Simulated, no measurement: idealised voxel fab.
The process module presented herein is designated voxel local oxidation.
We display cut, a cross-section 295 nm in width whose square cells are each 5 nm.
Each cross-section below is a grid of square cells, stated as bands in top-down order, with one or more rows of cells making up each band.
Band entry format. Leading values: height of top, height of bottom, nm. Remainder: materials in left-to-right order, each with its width in nm. Special words: "edge to edge" on a single material, which then fills the band edge to edge; "air", empty space.
For the purposes of this specification, 0 denotes the height below which the wafer in its as-received condition is composed wholly of one material, and the lowermost band, lacking a lower limit, extends downward without end, as expressed in "z 0 and below".
Quick explanation for "30 to 40": the width changes in equal steps down the rows of cells, from the first number in the band's top row to the second number in its bottom row.
No cell of the cross-section changed in a step that is given as "same as before".
Heads up: "Voids, fully enclosed" only lists the empty pockets with no open path to the top that are 8 cells or more, and it writes them as width x height at distance, distance from the left edge, in nm.
If you see something after the settings on a step's line, that's the simulator's own remark about that step.
"overlay nm" on a masked step: distance the mask lay right of its planned place, negative for left.

[Planned step list for the process]
1) RECEIVE: material Si
2) CONFORMAL_DEP: material SiO2, thk nm 5
3) CONFORMAL_DEP: material SiN, thk nm 10
4) DIRECTIONAL_DEP: material aC, thk nm 10
5) PATTERN: tone cover, mask id ACTIVE, material resist, width nm 95, pitch nm 135, thk nm 30, overlay nm -15
6) DIRECTIONAL_ETCH: etch materials aC, depth nm 10
7) STRIP: etch materials resist
8) DIRECTIONAL_ETCH: etch materials SiN, depth nm 10
9) STRIP: etch materials aC
10) SELECTIVE_ETCH: etch materials SiO2, depth nm 5
11) OXIDIZE: depth nm 15
12) STRIP: etch materials SiN
The wafers are alike at the start. At step 5, their overlay nm differs. The plan lists the first wafer's value.

[Cross-section of the first of several received wafers, showing its state after step 1]
- z 0 and below  Si edge to edge
- Voids, fully enclosed: none

[Cross-section of the first of several wafers once the module has run through its last step, step 12]
- z 5 to 0  air 20 nm, SiO2 85 nm, air 50 nm, SiO2 85 nm, air 55 nm
- z 0 to -15  SiO2 35 nm, Si 55 nm, SiO2 80 nm, Si 55 nm, SiO2 70 nm
- z -15 and below  Si edge to edge
- Voids, fully enclosed: none

[The module's end: a cross-section of the last wafer]
- z 5 to 0  air 50 nm, SiO2 85 nm, air 50 nm, SiO2 85 nm, air 25 nm
- z 0 to -15  SiO2 65 nm, Si 55 nm, SiO2 80 nm, Si 55 nm, SiO2 40 nm
- z -15 and below  Si edge to edge
- Voids, fully enclosed: none

[Wafer rows, end of module: cells per material gained (+) or lost (-) since receipt; closed voids last]
overlay nm -15, -111 Si, +145 SiO2, Voids, fully enclosed: none
overlay nm -10, -111 Si, +145 SiO2, Voids, fully enclosed: none
overlay nm -5, -111 Si, +145 SiO2, Voids, fully enclosed: none
overlay nm 0, -111 Si, +145 SiO2, Voids, fully enclosed: none
overlay nm 5, -111 Si, +145 SiO2, Voids, fully enclosed: none
overlay nm 10, -111 Si, +145 SiO2, Voids, fully enclosed: none
overlay nm 15, -111 Si, +145 SiO2, Voids, fully enclosed: none
